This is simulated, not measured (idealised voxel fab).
A process module follows: voxel ribs on slabs.
Pictured: cross-section cut, 160 nm wide, on a grid of 5 nm square cells.
Cross-section spec: square-cell grid; bands listed top down; each band is one or more rows.
Band: top and bottom heights (nm) first, top before bottom; then materials from left to right, widths in nm. "throughout" marks a sole material filling the band edge to edge. "air" denotes empty space.
For the purposes of this specification, 0 denotes the height below which the wafer in its as-received condition is composed wholly of one material, and the lowermost band, lacking a lower limit, extends downward without end, as expressed in "top 0, no bottom".
Width spec "30..40" -> top row of cells at first value, bottom row at second value, equal per-row change in between.
For the purposes of this document, the phrase "nothing changed" attached to a step denotes that no cell within the cross-section was modified by that step.
Entry "Cavities, sealed". Content: empty spaces with no open connection to the top, size 8 cells or greater. Each: width x height at distance. Distance: from left edge. Unit: nm.
It should be noted that, on the line of a given step, the content following the step's settings is a remark produced by the simulator itself with respect to that step.
overlay nm: where the mask lay relative to plan, measured to the right, on steps with a mask; negatives go left.
For the reader: what remains of this document is a series of pairs, each showing a cross-section before one process step and a cross-section after that step which reaches down only to the lowest band that changed, with the step between them and its settings set out under the pair. It should not be assumed that a pair continues from the pair above it; the pairs can come from different runs of this module on the same starting wafer, and such continuity exists only where the entry headed "Before the process" says so.

Before the process:
  top 65, bottom 60 | TiN throughout
  top 60, bottom 45 | SiO2 throughout
  top 45, bottom 40 | SiO2 70, polySi 20, SiO2 70
  top 40, bottom 25 | SiO2 55, polySi 50, SiO2 55
  top 25, bottom 0 | TiN throughout
  top 0, no bottom | Si throughout
  Cavities, sealed: none

Step Result:
  top 80, bottom 65 | aC throughout
  No changes below 65.
  Cavities, sealed: none
Processing between the before and after sections above: DIRECTIONAL_DEP (material aC; thk nm 15)

Before the process: the after view from the pair directly above serves as the before view here.

Step Result:
  top 110, bottom 80 | air 65, resist 30, air 65
  No changes below 80.
  Cavities, sealed: none
Processing between the before and after sections above: PATTERN (tone cover; mask id HEATER; material resist; width nm 30; thk nm 30; overlay nm 0)

Before the process: the after view from the pair directly above serves as the before view here.

Step Result:
  top 95, bottom 80 | air 65, resist 30, air 65
  top 80, bottom 65 | air 65, aC 30, air 65
  No changes below 65.
  Cavities, sealed: none
Processing between the before and after sections above: DIRECTIONAL_ETCH (etch materials aC; depth nm 15)

Before the process: the after view from the pair directly above serves as the before view here.

Step Result:
  top 80, bottom 65 | air 65, aC 30, air 65
  No changes below 65.
  Cavities, sealed: none
Processing between the before and after sections above: STRIP (etch materials resist)

Before the process: the after view from the pair directly above serves as the before view here.

Step Result:
  top 80, bottom 65 | air 65, aC 30, air 65
  top 65, bottom 60 | air 65, TiN 30, air 65
  No changes below 60.
  Cavities, sealed: none
Processing between the before and after sections above: DIRECTIONAL_ETCH (etch materials TiN; depth nm 5)

Before the process: the after view from the pair directly above serves as the before view here.

Step Result:
  top 65, bottom 60 | air 65, TiN 30, air 65
  No changes below 60.
  Cavities, sealed: none
Processing between the before and after sections above: STRIP (etch materials aC)

Before the process: the after view from the pair directly above serves as the before view here.

Step Result:
  top 75, bottom 70 | air 55, SiN 50, air 55
  top 70, bottom 65 | SiN throughout
  top 65, bottom 60 | SiN 65, TiN 30, SiN 65
  No changes below 60.
  Cavities, sealed: none
Processing between the before and after sections above: CONFORMAL_DEP (material SiN; thk nm 10)

Before the process:
  top 80, bottom 65 | aC throughout
  top 65, bottom 60 | TiN throughout
  top 60, bottom 45 | SiO2 throughout
  top 45, bottom 40 | SiO2 70, polySi 20, SiO2 70
  top 40, bottom 25 | SiO2 55, polySi 50, SiO2 55
  top 25, bottom 0 | SiO2 throughout
  top 0, no bottom | Si throughout
  Cavities, sealed: none

Step Result:
  top 110, bottom 80 | resist 65, air 30, resist 65
  No changes below 80.
  Cavities, sealed: none
Processing between the before and after sections above: PATTERN (tone open; mask id HEATER; material resist; width nm 30; thk nm 30; overlay nm 0)

Before the process: the after view from the pair directly above serves as the before view here.

Step Result:
  top 95, bottom 80 | resist 65, air 30, resist 65
  top 80, bottom 65 | aC 65, air 30, aC 65
  No changes below 65.
  Cavities, sealed: none
Processing between the before and after sections above: DIRECTIONAL_ETCH (etch materials aC; depth nm 15)

Before the process: the after view from the pair directly above serves as the before view here.

Step Result:
  top 80, bottom 65 | aC 65, air 30, aC 65
  No changes below 65.
  Cavities, sealed: none
Processing between the before and after sections above: STRIP (etch materials resist)

Before the process: the after view from the pair directly above serves as the before view here.

Step Result:
  top 80, bottom 65 | aC 65, air 30, aC 65
  top 65, bottom 60 | TiN 65, air 30, TiN 65
  No changes below 60.
  Cavities, sealed: none
Processing between the before and after sections above: DIRECTIONAL_ETCH (etch materials TiN; depth nm 5)

Before the process: the after view from the pair directly above serves as the before view here.

Step Result:
  top 65, bottom 60 | TiN 65, air 30, TiN 65
  No changes below 60.
  Cavities, sealed: none
Processing between the before and after sections above: STRIP (etch materials aC)

Before the process: the after view from the pair directly above serves as the before view here.

Step Result:
  top 75, bottom 70 | SiN 75, air 10, SiN 75
  top 70, bottom 65 | SiN throughout
  top 65, bottom 60 | TiN 65, SiN 30, TiN 65
  No changes below 60.
  Cavities, sealed: none
Processing between the before and after sections above: CONFORMAL_DEP (material SiN; thk nm 10)
